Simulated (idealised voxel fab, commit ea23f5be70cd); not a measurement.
The following is a process module called voxel self aligned contacts.
We display cut, a cross-section 180 nm in width whose square cells are each 5 nm.
If you're reading a cross-section in this doc, picture square cells in a grid; it comes to you as bands, top ones listed first down to the bottom, and a band can be one or more rows of cells.
Basically the band line says how high the top is and how high the bottom is, in nm, and then what's in it from left to right, every material with its width in nm. Empty space shows up as "air", and if a single material carries "full width" it runs the full band edge to edge.
Counting heights begins at 0, where everything beneath is, in the wafer as received, one material. The lowest band has no bottom; it goes on downwards, as "0 and below" shows.
A two-number width, for instance "30..40", indicates that the width is equal to the first number in the top row of the band and to the second number in the bottom row, and that it changes by a constant amount per row of cells.
Key: "remained the same" - step with no changed cell in the cross-section.
"Closed void catalog" - sealed voids, min. 8 cells, no opening to top; format: width x height at distance (distance from left edge; nm throughout).
On a step's line, text after the settings is the simulator commenting on that step.
overlay nm, on a step with a mask: how far to the right of its planned place the mask lay; to the left if negative

INTENDED PROCESS STEPS
1,RECEIVE: material Si
2,CONFORMAL_DEP: material SiO2, thk nm 5
3,DIRECTIONAL_DEP: material polySi, thk nm 25
4,DIRECTIONAL_DEP: material SiN, thk nm 20
5,PATTERN: tone cover, mask id GATE, material resist, width nm 25, pitch nm 65, thk nm 20, overlay nm 0
6,DIRECTIONAL_ETCH: etch materials SiN, depth nm 20
7,DIRECTIONAL_ETCH: etch materials polySi, depth nm 25
8,STRIP: etch materials resist
9,CONFORMAL_DEP: material SiN, thk nm 10
10,DIRECTIONAL_ETCH: etch materials SiN, depth nm 10
11,FILL_DEP: material SiO2, thk nm 20
12,CMP: height nm 60
13,PATTERN: tone open, mask id CONTACT, material resist, width nm 50, thk nm 15, overlay nm 0
14,DIRECTIONAL_ETCH: etch materials SiO2, depth nm 60
15,STRIP: etch materials resist
16,CONFORMAL_DEP: material TiN, thk nm 5
17,FILL_DEP: material Ru, thk nm 5
18,CMP: height nm 60
19,CONFORMAL_DEP: material SiCN, thk nm 5

AS RECEIVED (POST STEP 1): CROSS-SECTION
  0 and below | Si full width
  Closed void catalog: none

CROSS-SECTION AT MODULE END, ONE RUN ERROR; START AND PLAN UNCHANGED FROM ABOVE
  65 down to 60 | SiCN full width
  60 down to 50 | 65 nm SiO2, then 5..20 nm TiN, then 45..10 nm Ru, then 5..25 nm TiN, then 60 nm SiO2
  50 down to 30 | 35 nm SiO2, then 45 nm SiN, then 5 nm TiN, then 10 nm Ru, then 5 nm TiN, then 45 nm SiN, then 35 nm SiO2
  30 down to 5 | 35 nm SiO2, then 10 nm SiN, then 25 nm polySi, then 10 nm SiN, then 5 nm TiN, then 10 nm Ru, then 5 nm TiN, then 10 nm SiN, then 25 nm polySi, then 10 nm SiN, then 35 nm SiO2
  5 down to 0 | 80 nm SiO2, then 20 nm TiN, then 80 nm SiO2
  0 and below | Si full width
  Closed void catalog: none
Plan not followed: step 13 was not run as planned; what actually ran was PATTERN: tone open, mask id CONTACT, material resist, width nm 55, thk nm 15, overlay nm 0
